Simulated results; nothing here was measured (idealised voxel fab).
process module | voxel self aligned vias
Cross-section cut: width 280 nm, square cells of 5 nm.
A cross-section is a grid of square cells, given in bands from the top down. A band is one or more rows of cells.
This entry defines a band. It first specifies the height of the band's top and the height of its bottom in nm, and then specifies the band's materials from left to right, stating each material with its width in nm. The word "edge to edge" identifies a single material that fills the band from edge to edge, while the word "air" identifies empty space.
Height datum 0, below which the as-received substrate wafer is one material. Lowest band open at the bottom, running downward: "0 nm and below".
The notation "30 to 40" denotes a width that varies across the rows of cells in the band, beginning at the first number in the top row, finishing at the second number in the bottom row, and changing by an identical amount from each row to the next.
Given "remained the same" for a step, no cell of the cross-section differs between before and after that step.
Empty spaces without an open route to the top, at least 8 cells in extent, make up the entry "Fully sealed cavities"; each is given as width x height at distance, where the distance is measured from the left edge, and all are in nm.
Step line, after settings: the simulator's comment on this step.
You can add "overlay nm" to a step's line. For a step with a mask, it describes how far the mask lay to the right of its planned position, and a negative number describes a lay to the left.
### Planned process steps
1 RECEIVE | material Si
2 CONFORMAL_DEP | material SiO2 | thk nm 15
3 CONFORMAL_DEP | material SiCN | thk nm 5
4 DIRECTIONAL_DEP | material lowk | thk nm 30
5 MASKED_ETCH | tone open | mask id LINES | width nm 30 | pitch nm 75 | etch materials lowk | depth nm 30 | overlay nm 0
6 CONFORMAL_DEP | material TiN | thk nm 5
7 FILL_DEP | material W | thk nm 10
8 CMP | height nm 50
9 SELECTIVE_ETCH | etch materials W Ru TiN | depth nm 10
10 FILL_DEP | material SiN | thk nm 10
11 CMP | height nm 50
12 DIRECTIONAL_DEP | material lowk | thk nm 20
13 MASKED_ETCH | tone open | mask id VIAS | width nm 50 | etch materials lowk | depth nm 20 | overlay nm 0
14 MASKED_ETCH | tone open | mask id VIAS | width nm 50 | etch materials SiN | depth nm 10 | overlay nm 0
15 CONFORMAL_DEP | material TiN | thk nm 5
16 FILL_DEP | material Ru | thk nm 5
17 CMP | height nm 70
18 CONFORMAL_DEP | material SiN | thk nm 5
### The first wafer of two, processed as planned
### Cross-sectional view of the wafer in its as-received condition, corresponding to the state after step 1
	0 nm and below: Si edge to edge
	Fully sealed cavities: none
### Wafer xsec, post step 2
	15 nm to 0 nm: SiO2 edge to edge
	Below 0, the layers are the same as they were.
### Wafer xsec, post step 3
	20 nm to 15 nm: SiCN edge to edge
	Below 15, the layers are the same as they were.
### Wafer xsec, post step 4
	50 nm to 20 nm: lowk edge to edge
	Below 20, the layers are the same as they were.
### Wafer xsec, post step 5
	50 nm to 20 nm: lowk 85  air 30  lowk 45  air 30  lowk 90
	Below 20, the layers are the same as they were.
### Wafer xsec, post step 6
	55 nm to 50 nm: TiN 90  air 20  TiN 55  air 20  TiN 95
	50 nm to 25 nm: lowk 85  TiN 5  air 20  TiN 5  lowk 45  TiN 5  air 20  TiN 5  lowk 90
	25 nm to 20 nm: lowk 85  TiN 30  lowk 45  TiN 30  lowk 90
	Below 20, the layers are the same as they were.
### Wafer xsec, post step 7
	65 nm to 55 nm: W edge to edge
	55 nm to 50 nm: TiN 90  W 20  TiN 55  W 20  TiN 95
	50 nm to 25 nm: lowk 85  TiN 5  W 20  TiN 5  lowk 45  TiN 5  W 20  TiN 5  lowk 90
	Below 25, the layers are the same as they were.
### Wafer xsec, post step 8
	50 nm to 25 nm: lowk 85  TiN 5  W 20  TiN 5  lowk 45  TiN 5  W 20  TiN 5  lowk 90
	Below 25, the layers are the same as they were.
### Wafer xsec, post step 9
	50 nm to 40 nm: lowk 85  air 30  lowk 45  air 30  lowk 90
	Below 40, the layers are the same as they were.
### Wafer xsec, post step 10
	60 nm to 50 nm: SiN edge to edge
	50 nm to 40 nm: lowk 85  SiN 30  lowk 45  SiN 30  lowk 90
	Below 40, the layers are the same as they were.
### Wafer xsec, post step 11
	50 nm to 40 nm: lowk 85  SiN 30  lowk 45  SiN 30  lowk 90
	Below 40, the layers are the same as they were.
### Wafer xsec, post step 12
	70 nm to 50 nm: lowk edge to edge
	Below 50, the layers are the same as they were.
### Wafer xsec, post step 13
	70 nm to 50 nm: lowk 75  air 50  lowk 155
	Below 50, the layers are the same as they were.
### Wafer xsec, post step 14
	70 nm to 50 nm: lowk 75  air 50  lowk 155
	50 nm to 40 nm: lowk 85  air 30  lowk 45  SiN 30  lowk 90
	Below 40, the layers are the same as they were.
### Wafer xsec, post step 15
	75 nm to 70 nm: TiN 80  air 40  TiN 160
	70 nm to 55 nm: lowk 75  TiN 5  air 40  TiN 5  lowk 155
	55 nm to 50 nm: lowk 75  TiN 15  air 20  TiN 15  lowk 155
	50 nm to 45 nm: lowk 85  TiN 5  air 20  TiN 5  lowk 45  SiN 30  lowk 90
	45 nm to 40 nm: lowk 85  TiN 30  lowk 45  SiN 30  lowk 90
	Below 40, the layers are the same as they were.
### Wafer xsec, post step 16
	80 nm to 75 nm: Ru edge to edge
	75 nm to 70 nm: TiN 80  Ru 40  TiN 160
	70 nm to 55 nm: lowk 75  TiN 5  Ru 40  TiN 5  lowk 155
	55 nm to 50 nm: lowk 75  TiN 15  Ru 20  TiN 15  lowk 155
	50 nm to 45 nm: lowk 85  TiN 5  Ru 20  TiN 5  lowk 45  SiN 30  lowk 90
	Below 45, the layers are the same as they were.
### Wafer xsec, post step 17
	70 nm to 55 nm: lowk 75  TiN 5  Ru 40  TiN 5  lowk 155
	Below 55, the layers are the same as they were.
### Wafer xsec, post step 18
	75 nm to 70 nm: SiN edge to edge
	Below 70, the layers are the same as they were.
### Companion wafer, the second of two: same beginning, same intended sequence, one mistake in carrying it out; through step 1 inclusive it tracks the first exactly
### Second wafer at the planned finish of step 2, seen in cross-section
	5 nm to 0 nm: SiCN edge to edge
	Below 0, the layers are the same as they were.
### Second wafer at the planned finish of step 3, seen in cross-section
	20 nm to 5 nm: SiO2 edge to edge
	Below 5, the layers are the same as they were.
### Second wafer at the planned finish of step 4, seen in cross-section
	50 nm to 20 nm: lowk edge to edge
	Below 20, the layers are the same as they were.
### Second wafer at the planned finish of step 5, seen in cross-section
	50 nm to 20 nm: lowk 85  air 30  lowk 45  air 30  lowk 90
	Below 20, the layers are the same as they were.
### Second wafer at the planned finish of step 6, seen in cross-section
	55 nm to 50 nm: TiN 90  air 20  TiN 55  air 20  TiN 95
	50 nm to 25 nm: lowk 85  TiN 5  air 20  TiN 5  lowk 45  TiN 5  air 20  TiN 5  lowk 90
	25 nm to 20 nm: lowk 85  TiN 30  lowk 45  TiN 30  lowk 90
	Below 20, the layers are the same as they were.
### Second wafer at the planned finish of step 7, seen in cross-section
	65 nm to 55 nm: W edge to edge
	55 nm to 50 nm: TiN 90  W 20  TiN 55  W 20  TiN 95
	50 nm to 25 nm: lowk 85  TiN 5  W 20  TiN 5  lowk 45  TiN 5  W 20  TiN 5  lowk 90
	Below 25, the layers are the same as they were.
### Second wafer at the planned finish of step 8, seen in cross-section
	50 nm to 25 nm: lowk 85  TiN 5  W 20  TiN 5  lowk 45  TiN 5  W 20  TiN 5  lowk 90
	Below 25, the layers are the same as they were.
### Second wafer at the planned finish of step 9, seen in cross-section
	50 nm to 40 nm: lowk 85  air 30  lowk 45  air 30  lowk 90
	Below 40, the layers are the same as they were.
### Second wafer at the planned finish of step 10, seen in cross-section
	60 nm to 50 nm: SiN edge to edge
	50 nm to 40 nm: lowk 85  SiN 30  lowk 45  SiN 30  lowk 90
	Below 40, the layers are the same as they were.
### Second wafer at the planned finish of step 11, seen in cross-section
	50 nm to 40 nm: lowk 85  SiN 30  lowk 45  SiN 30  lowk 90
	Below 40, the layers are the same as they were.
### Second wafer at the planned finish of step 12, seen in cross-section
	70 nm to 50 nm: lowk edge to edge
	Below 50, the layers are the same as they were.
### Second wafer at the planned finish of step 13, seen in cross-section
	70 nm to 50 nm: lowk 75  air 50  lowk 155
	Below 50, the layers are the same as they were.
### Second wafer at the planned finish of step 14, seen in cross-section
	70 nm to 50 nm: lowk 75  air 50  lowk 155
	50 nm to 40 nm: lowk 85  air 30  lowk 45  SiN 30  lowk 90
	Below 40, the layers are the same as they were.
### Second wafer at the planned finish of step 15, seen in cross-section
	75 nm to 70 nm: TiN 80  air 40  TiN 160
	70 nm to 55 nm: lowk 75  TiN 5  air 40  TiN 5  lowk 155
	55 nm to 50 nm: lowk 75  TiN 15  air 20  TiN 15  lowk 155
	50 nm to 45 nm: lowk 85  TiN 5  air 20  TiN 5  lowk 45  SiN 30  lowk 90
	45 nm to 40 nm: lowk 85  TiN 30  lowk 45  SiN 30  lowk 90
	Below 40, the layers are the same as they were.
### Second wafer at the planned finish of step 16, seen in cross-section
	80 nm to 75 nm: Ru edge to edge
	75 nm to 70 nm: TiN 80  Ru 40  TiN 160
	70 nm to 55 nm: lowk 75  TiN 5  Ru 40  TiN 5  lowk 155
	55 nm to 50 nm: lowk 75  TiN 15  Ru 20  TiN 15  lowk 155
	50 nm to 45 nm: lowk 85  TiN 5  Ru 20  TiN 5  lowk 45  SiN 30  lowk 90
	Below 45, the layers are the same as they were.
### Second wafer at the planned finish of step 17, seen in cross-section
	70 nm to 55 nm: lowk 75  TiN 5  Ru 40  TiN 5  lowk 155
	Below 55, the layers are the same as they were.
### Second wafer at the planned finish of step 18, seen in cross-section
	75 nm to 70 nm: SiN edge to edge
	Below 70, the layers are the same as they were.
Diagnosis: steps 2 and 3 run out of order (swapped)
By the end, you'd get the same cell count for each material on either wafer, but the second wafer puts them somewhere else.
